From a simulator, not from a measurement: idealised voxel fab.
Process module heading - voxel self aligned contacts
Displayed cross-section: cut, width of 250 nm, square cells sized 5 nm.
Cross-section layout: square cells on a grid; listed as bands, top to bottom; a band spans one or more cell rows.
Heights first: top, then bottom, in nm. Then materials, left to right, each with a width in nm. "full width" on a single material: fills the band edge to edge. "blank": empty space.
A quick word on heights: they are counted from 0, and under that level the wafer as it came to us is one material throughout. The lowest band is different from the rest in having no bottom; it simply continues downward, written as in "0 and below".
Width: "30 to 40" (first number = top row, second number = bottom row, same change from row to row of cells).
"nothing altered" after a step means that no cell of the cross-section changed.
Heads up: "Closed void list" only lists the empty pockets with no open path to the top that are 8 cells or more, and it writes them as width x height at distance, distance from the left edge, in nm.
Whatever follows a step's settings on its line is a remark the simulator itself makes about that step.
A step line may carry the setting "overlay nm", which, for steps involving a mask, states the distance by which the mask lay to the right of its intended position; negative values denote displacement to the left.
## Steps in the process plan
1. RECEIVE (material Si)
2. OXIDIZE (depth nm 5)
3. DIRECTIONAL_DEP (material polySi; thk nm 25)
4. DIRECTIONAL_DEP (material SiN; thk nm 25)
5. DIRECTIONAL_DEP (material aC; thk nm 15)
6. PATTERN (tone cover; mask id GATE; material resist; width nm 25; pitch nm 65; thk nm 30; overlay nm 0)
7. DIRECTIONAL_ETCH (etch materials aC; depth nm 15)
8. STRIP (etch materials resist)
9. DIRECTIONAL_ETCH (etch materials SiN; depth nm 25)
10. DIRECTIONAL_ETCH (etch materials polySi; depth nm 25)
11. STRIP (etch materials aC)
12. CONFORMAL_DEP (material SiN; thk nm 10)
13. DIRECTIONAL_ETCH (etch materials SiN; depth nm 10)
14. FILL_DEP (material SiO2; thk nm 15)
15. CMP (height nm 60)
16. PATTERN (tone open; mask id CONTACT; material resist; width nm 50; pitch nm 65; thk nm 20; overlay nm 0)
17. DIRECTIONAL_ETCH (etch materials SiO2; depth nm 65)
18. STRIP (etch materials resist)
19. CONFORMAL_DEP (material TiN; thk nm 5)
20. FILL_DEP (material W; thk nm 5)
21. CMP (height nm 50)
22. CONFORMAL_DEP (material SiN; thk nm 5)
Wafer-to-wafer difference: height nm, step 21. Common start. Plan = first wafer's value.
## The as-received cross-section of the first of several wafers corresponds to the state after step 1
    0 and below | Si full width
    Closed void list: none
## Cross-section of the first of several wafers, taken after step 22, where the module ends
    55 down to 50 | SiN full width
    50 down to 25 | 35 SiO2  45 SiN  5 TiN  10 W  5 TiN  45 SiN  5 TiN  10 W  5 TiN  45 SiN  40 SiO2
    25 down to 0 | 35 SiO2  10 SiN  25 polySi  10 SiN  5 TiN  10 W  5 TiN  10 SiN  25 polySi  10 SiN  5 TiN  10 W  5 TiN  10 SiN  25 polySi  10 SiN  40 SiO2
    0 down to -5 | 80 SiO2  20 TiN  45 SiO2  20 TiN  85 SiO2
    -5 and below | Si full width
    Closed void list: none
## Cross-section of the final wafer among several, taken at the end of the module
    75 down to 70 | SiN full width
    70 down to 65 | W full width
    65 down to 60 | 70 TiN  40 W  25 TiN  40 W  75 TiN
    60 down to 50 | 65 SiO2  5 to 20 TiN  40 to 10 W  5 to 20 TiN  15 SiO2  5 to 20 TiN  40 to 10 W  5 to 20 TiN  70 SiO2
    50 down to 25 | 35 SiO2  45 SiN  5 TiN  10 W  5 TiN  45 SiN  5 TiN  10 W  5 TiN  45 SiN  40 SiO2
    25 down to 0 | 35 SiO2  10 SiN  25 polySi  10 SiN  5 TiN  10 W  5 TiN  10 SiN  25 polySi  10 SiN  5 TiN  10 W  5 TiN  10 SiN  25 polySi  10 SiN  40 SiO2
    0 down to -5 | 80 SiO2  20 TiN  45 SiO2  20 TiN  85 SiO2
    -5 and below | Si full width
    Closed void list: none
## For your reference, the table is organized with a row per wafer; each row reflects the wafer at the end of the module, indicating for each material the cells gained (+) or lost (-) since receipt, and thereafter its closed voids
height nm 50 | -50 Si | +245 SiN | +192 SiO2 | +48 TiN | +40 W | +75 polySi | Closed void list: none
height nm 55 | -50 Si | +245 SiN | +222 SiO2 | +64 TiN | +44 W | +75 polySi | Closed void list: none
height nm 60 | -50 Si | +245 SiN | +252 SiO2 | +68 TiN | +60 W | +75 polySi | Closed void list: none
height nm 65 | -50 Si | +245 SiN | +252 SiO2 | +102 TiN | +76 W | +75 polySi | Closed void list: none
height nm 70 | -50 Si | +245 SiN | +252 SiO2 | +102 TiN | +126 W | +75 polySi | Closed void list: none
